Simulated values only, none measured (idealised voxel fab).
Process module heading - voxel tone inversion
Xsec cut, 195 nm wide, square cell size 5 nm.
Cross-section, as written here: a square-cell grid given band by band from the top down, where a band holds one or more rows of cells.
Look at the band entry: it leads with the top's height and the bottom's height in nm. Then it lists the materials left to right, with a width in nm for each. The word "all across" on a single material says that material fills the band edge to edge. The word "air" is empty space.
Heights from 0 (as-received wafer is one material below). Bottom band endless downward, as "from 0 down".
The notation "30 to 40" denotes a width that varies across the rows of cells in the band, beginning at the first number in the top row, finishing at the second number in the bottom row, and changing by an identical amount from each row to the next.
When a step is marked "no modifications", none of the cells in the cross-section changed during that step.
"Trapped void list": empty spaces of 8 cells or more with no open way to the top, each given as width x height at distance, distance from the left edge, all in nm.
The remark found on a step's line after its settings is issued by the simulator itself and pertains to that step.
"overlay nm" on a masked step: distance the mask lay right of its planned place, negative for left.

### This section lists the process steps that were planned
step 1: RECEIVE | material Si
step 2: CONFORMAL_DEP | material SiN | thk nm 10
step 3: DIRECTIONAL_DEP | material aC | thk nm 15
step 4: PATTERN | tone cover | mask id POSTS | material resist | width nm 20 | pitch nm 45 | thk nm 25 | overlay nm 0
step 5: DIRECTIONAL_ETCH | etch materials aC | depth nm 15
step 6: STRIP | etch materials resist
step 7: FILL_DEP | material lowk | thk nm 5
step 8: CMP | height nm 25
step 9: STRIP | etch materials aC

### Cross-section of the wafer at receipt, which is the condition after step 1
- from 0 down | Si all across
- Trapped void list: none

### Post-module cross-section of the first of two wafers (run per plan)
- from 25 to 10 | lowk 65 nm | air 20 nm | lowk 25 nm | air 20 nm | lowk 65 nm
- from 10 to 0 | SiN all across
- from 0 down | Si all across
- Trapped void list: none

### Wafer two, end of module, cross-section. Same start, same plan as wafer one. One mistake in the run
- from 25 to 10 | lowk 55 nm | air 20 nm | lowk 25 nm | air 20 nm | lowk 75 nm
- from 10 to 0 | SiN all across
- from 0 down | Si all across
- Trapped void list: none
Want to know what went wrong? step 4 went in with a setting other than planned; the actual run was PATTERN | tone cover | mask id POSTS | material resist | width nm 20 | pitch nm 45 | thk nm 25 | overlay nm -10
At the end, the second wafer has the same number of cells of each material as the first, but those cells sit in other places.
